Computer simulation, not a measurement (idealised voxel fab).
The process module that follows is named voxel trench capacitor.
Pictured: cross-section cut, 255 nm wide, on a grid of 5 nm square cells.
Cross-section, as written here: a square-cell grid given band by band from the top down, where a band holds one or more rows of cells. This entry defines a band. It first specifies the height of the band's top and the height of its bottom in nm, and then specifies the band's materials from left to right, stating each material with its width in nm. The word "throughout" identifies a single material that fills the band from edge to edge, while the word "air" identifies empty space. Basically, 0 is our baseline, since under it the wafer straight out of the box is all one material. The bottom band has no lower end and keeps on going down, so it looks like "0 down". Quick explanation for "30..40": the width changes in equal steps down the rows of cells, from the first number in the band's top row to the second number in its bottom row. "stayed the same" -> step changed no cross-section cell. "Closed void catalog" contains a list of empty spaces, each no smaller than 8 cells and without an open way to the top, written in the form width x height at distance with the distance from the left edge and all three in nm. Past the settings on a step's line: simulator remark, on that step. Each step line may optionally specify "overlay nm", which for a step with a mask gives the rightward distance between the mask's planned place and where it lay, a negative value indicating the leftward direction.
[This section lists the process steps that were planned]
1. RECEIVE, material Si
2. CONFORMAL_DEP, material SiN, thk nm 10
3. DIRECTIONAL_DEP, material aC, thk nm 15
4. PATTERN, tone open, mask id TRENCH, material resist, width nm 20, pitch nm 45, thk nm 30, overlay nm 0
5. DIRECTIONAL_ETCH, etch materials aC, depth nm 15
6. STRIP, etch materials resist
7. DIRECTIONAL_ETCH, etch materials SiN, depth nm 10
8. DIRECTIONAL_ETCH, etch materials Si, depth nm 30
9. STRIP, etch materials aC
10. CONFORMAL_DEP, material SiO2, thk nm 5
11. FILL_DEP, material polySi, thk nm 10
12. CMP, height nm 10
[Cross-section, incoming material, after step 1]
	0 down = Si throughout
	Closed void catalog: none
[End-of-module XS, first of two wafers, run as planned]
	10 to 0 = 50 nm SiN, then 5 nm SiO2, then 10 nm polySi, then 5 nm SiO2, then 25 nm SiN, then 5 nm SiO2, then 10 nm polySi, then 5 nm SiO2, then 25 nm SiN, then 5 nm SiO2, then 10 nm polySi, then 5 nm SiO2, then 25 nm SiN, then 5 nm SiO2, then 10 nm polySi, then 5 nm SiO2, then 50 nm SiN
	0 to -25 = 50 nm Si, then 5 nm SiO2, then 10 nm polySi, then 5 nm SiO2, then 25 nm Si, then 5 nm SiO2, then 10 nm polySi, then 5 nm SiO2, then 25 nm Si, then 5 nm SiO2, then 10 nm polySi, then 5 nm SiO2, then 25 nm Si, then 5 nm SiO2, then 10 nm polySi, then 5 nm SiO2, then 50 nm Si
	-25 to -30 = 50 nm Si, then 20 nm SiO2, then 25 nm Si, then 20 nm SiO2, then 25 nm Si, then 20 nm SiO2, then 25 nm Si, then 20 nm SiO2, then 50 nm Si
	-30 down = Si throughout
	Closed void catalog: none
[Second wafer cross-section at end of module - shared start and plan with the first, one mistake in the run]
	10 to 0 = 50 nm SiN, then 5 nm SiO2, then 10 nm polySi, then 5 nm SiO2, then 25 nm SiN, then 5 nm SiO2, then 10 nm polySi, then 5 nm SiO2, then 25 nm SiN, then 5 nm SiO2, then 10 nm polySi, then 5 nm SiO2, then 25 nm SiN, then 5 nm SiO2, then 10 nm polySi, then 5 nm SiO2, then 50 nm SiN
	0 to -55 = 50 nm Si, then 5 nm SiO2, then 10 nm polySi, then 5 nm SiO2, then 25 nm Si, then 5 nm SiO2, then 10 nm polySi, then 5 nm SiO2, then 25 nm Si, then 5 nm SiO2, then 10 nm polySi, then 5 nm SiO2, then 25 nm Si, then 5 nm SiO2, then 10 nm polySi, then 5 nm SiO2, then 50 nm Si
	-55 to -60 = 50 nm Si, then 20 nm SiO2, then 25 nm Si, then 20 nm SiO2, then 25 nm Si, then 20 nm SiO2, then 25 nm Si, then 20 nm SiO2, then 50 nm Si
	-60 down = Si throughout
	Closed void catalog: none
The plan and the run diverged here: twice over, step 8 of the plan was run
End check, counted in cells, second wafer has more or fewer of these materials than the first: Si -96; SiO2 +48; polySi +48
